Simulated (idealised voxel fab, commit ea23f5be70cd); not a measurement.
Process module under the name voxel self aligned contacts
In the cross-section labelled cut, the width is 235 nm and each square cell is 5 nm.
A cross-section is written here as square cells arranged in a grid, and it is given in bands from the top down, each band taking up one or more rows of cells.
Basically the band line says how high the top is and how high the bottom is, in nm, and then what's in it from left to right, every material with its width in nm. Empty space shows up as "air", and if a single material carries "throughout" it runs the full band edge to edge.
Below 0: as-received wafer, all one material; heights counted from there. Lowest band: no bottom, goes on down, written "top 0, no bottom".
The two numbers in a width such as "30 to 40" mark its ends across the band: the first belongs to the top row of cells, the second to the bottom row, and from each row to the next the width moves by the same amount.
Given "remained unchanged" for a step, no cell of the cross-section differs between before and after that step.
Voids not open to the top, 8 cells minimum: see "Sealed-off cavities". Written width x height at distance; distance is from the left edge; nm.
Where a step's line continues beyond its settings, the continuation is a remark by the simulator itself on that step.
overlay nm: where the mask lay relative to plan, measured to the right, on steps with a mask; negatives go left.

[Process steps foreseen in the plan]
1: RECEIVE (material Si)
2: CONFORMAL_DEP (material SiO2; thk nm 5)
3: DIRECTIONAL_DEP (material polySi; thk nm 30)
4: DIRECTIONAL_DEP (material SiN; thk nm 20)
5: DIRECTIONAL_DEP (material aC; thk nm 15)
6: PATTERN (tone cover; mask id GATE; material resist; width nm 35; pitch nm 75; thk nm 30; overlay nm 0)
7: DIRECTIONAL_ETCH (etch materials aC; depth nm 15)
8: STRIP (etch materials resist)
9: DIRECTIONAL_ETCH (etch materials SiN; depth nm 20)
10: DIRECTIONAL_ETCH (etch materials polySi; depth nm 30)
11: STRIP (etch materials aC)
12: CONFORMAL_DEP (material SiN; thk nm 10)
13: DIRECTIONAL_ETCH (etch materials SiN; depth nm 10)
14: FILL_DEP (material SiO2; thk nm 20)
15: CMP (height nm 65)
16: DIRECTIONAL_DEP (material aC; thk nm 15)
17: PATTERN (tone open; mask id CONTACT; material resist; width nm 50; pitch nm 75; thk nm 35; overlay nm 0)
18: DIRECTIONAL_ETCH (etch materials aC; depth nm 15)
19: STRIP (etch materials resist)
20: DIRECTIONAL_ETCH (etch materials SiO2; depth nm 65)
21: STRIP (etch materials aC)
22: CONFORMAL_DEP (material TiN; thk nm 5)
23: FILL_DEP (material W; thk nm 10)
24: CMP (height nm 65)
25: CONFORMAL_DEP (material SiCN; thk nm 5)

[Cross-section of the wafer as it came to us, i.e., already through step 1]
- top 0, no bottom = Si throughout
- Sealed-off cavities: none

[Cross-sectional result after module completion. Note: starting condition and plan are unchanged from above; one processing mistake was made]
- top 70, bottom 65 = SiCN throughout
- top 65, bottom 60 = TiN (60), then W (40), then TiN (35), then W (40), then TiN (60)
- top 60, bottom 55 = SiO2 (55), then TiN (20), then W (10), then TiN (20), then SiO2 (25), then TiN (20), then W (10), then TiN (20), then SiO2 (55)
- top 55, bottom 35 = SiO2 (15), then SiN (55), then TiN (5), then W (10), then TiN (5), then SiN (55), then TiN (5), then W (10), then TiN (5), then SiN (55), then SiO2 (15)
- top 35, bottom 5 = SiO2 (15), then SiN (10), then polySi (35), then SiN (10), then TiN (5), then W (10), then TiN (5), then SiN (10), then polySi (35), then SiN (10), then TiN (5), then W (10), then TiN (5), then SiN (10), then polySi (35), then SiN (10), then SiO2 (15)
- top 5, bottom 0 = SiO2 (70), then TiN (20), then SiO2 (55), then TiN (20), then SiO2 (70)
- top 0, no bottom = Si throughout
- Sealed-off cavities: none
What was done differently from what was planned? step 15, actual vs plan mismatch, actual run CMP (height nm 60)
